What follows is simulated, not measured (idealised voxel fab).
process module | voxel self aligned contacts
cross-section cut | 210 nm wide | cells 5 nm
A cross-section is a grid of square cells, given in bands from the top down. A band is one or more rows of cells.
Each band's line starts with the height of the band's top and of its bottom, in nm. Then come its materials from left to right, each with its width in nm. One material with "throughout" fills the band from edge to edge. "air" is empty space.
Height 0 is the level under which the wafer as received is all one material. The lowest band goes on downwards, as in "0 down".
A width such as "30 to 40" changes by the same amount from each row of cells to the next, from the band's top row to its bottom row.
"no change" after a step means that no cell of the cross-section changed.
closed voids: empty space of 8 cells or more with no open way to the top, each as width x height at its distance from the left edge, in nm
after a step's settings: what the simulator itself notes on the step
overlay nm, on a step with a mask: how far to the right of its planned place the mask lay; to the left if negative
plan
1 op RECEIVE | material Si
2 op CONFORMAL_DEP | material SiO2 | thk nm 5
3 op DIRECTIONAL_DEP | material polySi | thk nm 20
4 op DIRECTIONAL_DEP | material SiN | thk nm 15
5 op DIRECTIONAL_DEP | material aC | thk nm 15
6 op PATTERN | tone cover | mask id GATE | material resist | width nm 30 | pitch nm 55 | thk nm 30 | overlay nm 0
7 op DIRECTIONAL_ETCH | etch materials aC | depth nm 15
8 op STRIP | etch materials resist
9 op DIRECTIONAL_ETCH | etch materials SiN | depth nm 15
10 op DIRECTIONAL_ETCH | etch materials polySi | depth nm 20
11 op STRIP | etch materials aC
12 op CONFORMAL_DEP | material SiN | thk nm 5
13 op DIRECTIONAL_ETCH | etch materials SiN | depth nm 5
14 op FILL_DEP | material SiO2 | thk nm 20
15 op CMP | height nm 50
16 op DIRECTIONAL_DEP | material aC | thk nm 10
17 op PATTERN | tone open | mask id CONTACT | material resist | width nm 35 | thk nm 30 | overlay nm 0
18 op DIRECTIONAL_ETCH | etch materials aC | depth nm 10
19 op STRIP | etch materials resist
20 op DIRECTIONAL_ETCH | etch materials SiO2 | depth nm 50
21 op STRIP | etch materials aC
22 op CONFORMAL_DEP | material TiN | thk nm 5
23 op FILL_DEP | material W | thk nm 10
24 op CMP | height nm 50
25 op CONFORMAL_DEP | material SiN | thk nm 5
as received, after step 1
  0 down: Si throughout
  closed voids: none
first wafer at the end, as planned
  55 to 50: SiN throughout
  50 to 40: SiO2 85 | TiN 5 to 15 | W 25 to 5 | TiN 5 to 15 | SiO2 90
  40 to 25: SiO2 55 | SiN 40 | TiN 5 | W 5 | TiN 5 | SiN 40 | SiO2 60
  25 to 5: SiO2 55 | SiN 5 | polySi 30 | SiN 5 | TiN 5 | W 5 | TiN 5 | SiN 5 | polySi 30 | SiN 5 | SiO2 60
  5 to 0: SiO2 95 | TiN 15 | SiO2 100
  0 down: Si throughout
  closed voids: none
second wafer at the end: like start, like plan, one mistake
  55 to 50: SiN throughout
  50 to 45: SiO2 55 | SiN 40 | TiN 5 | W 5 | TiN 5 | SiN 40 | SiO2 60
  45 to 30: SiO2 55 | SiN 5 | polySi 30 | SiN 5 | TiN 5 | W 5 | TiN 5 | SiN 5 | polySi 30 | SiN 5 | SiO2 60
  30 to 25: SiO2 55 | SiN 5 | polySi 30 | SiN 5 | TiN 15 | SiN 5 | polySi 30 | SiN 5 | SiO2 60
  25 to 5: polySi throughout
  5 to 0: SiO2 throughout
  0 down: Si throughout
  closed voids: none
what went wrong: step 3 was run twice
at the end the second wafer has, in cells: 32 fewer of SiN | 113 fewer of SiO2 | 14 fewer of TiN | 9 fewer of W | 168 more of polySi
